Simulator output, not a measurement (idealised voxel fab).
Module name: voxel lift off (process module)
Each square cell in cross-section cut measures 5 nm, and the section as a whole is 155 nm wide.
Notation: cross-section as square-cell grid; stated in bands, top first, going down; one or more cell rows per band.
Heads up on the band format: heights come first, top then bottom, in nm. After that it's the materials left to right, each with its width in nm. A single material flagged "all across" fills the whole band edge to edge, and "empty" means there's empty space there.
Heights are expressed relative to 0, this being the level below which the as-received wafer comprises one material exclusively. The lowest band is unbounded in the downward direction and is denoted as in "from 0 down".
With a width like "30 to 40", each row of cells in the band differs from the next by the same amount, the top row carrying the first number and the bottom row the second.
"same as before" for a step: no cell of the cross-section changed in that step.
In "Closed voids list" the enclosed voids are listed, meaning empty spaces of 8 cells or larger without any opening to the top. The form is width x height at distance, distance from the left edge, units nm.
Post-settings text on a step line: simulator's own remark regarding the step.
overlay nm: where the mask lay relative to plan, measured to the right, on steps with a mask; negatives go left.

SET OUT BELOW ARE THE PLANNED STEPS OF THE PROCESS
- 1: op RECEIVE | material Si
- 2: op CONFORMAL_DEP | material SiN | thk nm 10
- 3: op PATTERN | tone open | mask id LINES | material resist | width nm 15 | pitch nm 35 | thk nm 25 | overlay nm 0
- 4: op DIRECTIONAL_DEP | material Ru | thk nm 15
- 5: op STRIP | etch materials resist
- 6: op CONFORMAL_DEP | material SiCN | thk nm 10

WAFER AT RECEIPT (POST STEP 1), CROSS-SECTION
  from 0 down: Si all across
  Closed voids list: none

STARTING WAFER: ABOVE. PLAN: ABOVE. RUN: ONE MISTAKE. CROSS-SECTION AFTER THE MODULE: BELOW
  from 35 to 25: 10 of empty / 140 of SiCN / 5 of empty
  from 25 to 20: 10 of empty / 10 of SiCN / 15 of Ru / 20 of SiCN / 15 of Ru / 20 of SiCN / 15 of Ru / 20 of SiCN / 15 of Ru / 10 of SiCN / 5 of empty
  from 20 to 10: 20 of SiCN / 15 of Ru / 20 of SiCN / 15 of Ru / 20 of SiCN / 15 of Ru / 20 of SiCN / 15 of Ru / 15 of SiCN
  from 10 to 0: SiN all across
  from 0 down: Si all across
  Closed voids list: none
In executing the process, a mistake was made relative to the plan: so step 3 ended up running with a different setting than we planned, it ran as op PATTERN | tone open | mask id LINES | material resist | width nm 15 | pitch nm 35 | thk nm 25 | overlay nm 5
